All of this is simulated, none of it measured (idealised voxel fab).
You're looking at the process module voxel released beams.
Section cut is 225 nm wide and gridded with 5 nm square cells.
We lay out every cross-section as a grid of square cells and spell it out in bands from the top down, where one band means one or more rows of cells.
Each band's line starts with the height of the band's top and of its bottom, in nm. Then come its materials from left to right, each with its width in nm. One material with "throughout" fills the band from edge to edge. "empty" is empty space.
Heights from 0 (as-received wafer is one material below). Bottom band endless downward, as "z 0 and below".
Top row gets the first number, bottom row gets the second, and each row in between changes by the same step: that is how a band width like "30->40" works.
No cell of the cross-section changed in a step that is given as "no alteration".
The entry "Enclosed void catalog" lists the empty spaces that cover at least 8 cells and have no open path to the top. Each is written as width x height at distance, where the distance is measured from the left edge and all three values are in nm.
Text after the settings on a step's line: the simulator's own remark on that step.
What "overlay nm" on a step's line means: if the step has a mask, that mask lay this far to the right of its planned place, or, when the value is negative, to the left.
The process steps that were planned are listed below
1,RECEIVE | material Si
2,CONFORMAL_DEP | material SiN | thk nm 5
3,DIRECTIONAL_DEP | material SiO2 | thk nm 10
4,DIRECTIONAL_DEP | material aC | thk nm 15
5,PATTERN | tone open | mask id ANCHOR | material resist | width nm 45 | thk nm 35 | overlay nm 0
6,DIRECTIONAL_ETCH | etch materials aC | depth nm 15
7,STRIP | etch materials resist
8,DIRECTIONAL_ETCH | etch materials SiO2 | depth nm 10
9,STRIP | etch materials aC
10,CONFORMAL_DEP | material TiN | thk nm 15
11,PATTERN | tone cover | mask id BEAM | material resist | width nm 90 | thk nm 20 | overlay nm 0
12,DIRECTIONAL_ETCH | etch materials TiN | depth nm 15
13,STRIP | etch materials resist
14,STRIP | etch materials SiO2
Here's what the wafer looked like in cross-section when it arrived - that's after step 1
	z 0 and below | Si throughout
	Enclosed void catalog: none
Cross-section at module end, one run error; start and plan unchanged from above
	z 30 to 20 | 65 of empty, then 25 of TiN, then 15 of empty, then 50 of TiN, then 70 of empty
	z 20 to 15 | 65 of empty, then 90 of TiN, then 70 of empty
	z 15 to 5 | 75 of empty, then 45 of TiN, then 105 of empty
	z 5 to 0 | SiN throughout
	z 0 and below | Si throughout
	Enclosed void catalog: none
Misprocessing identified: heads up, step 5 didn't go per plan, it actually ran as PATTERN | tone open | mask id ANCHOR | material resist | width nm 45 | thk nm 35 | overlay nm 5
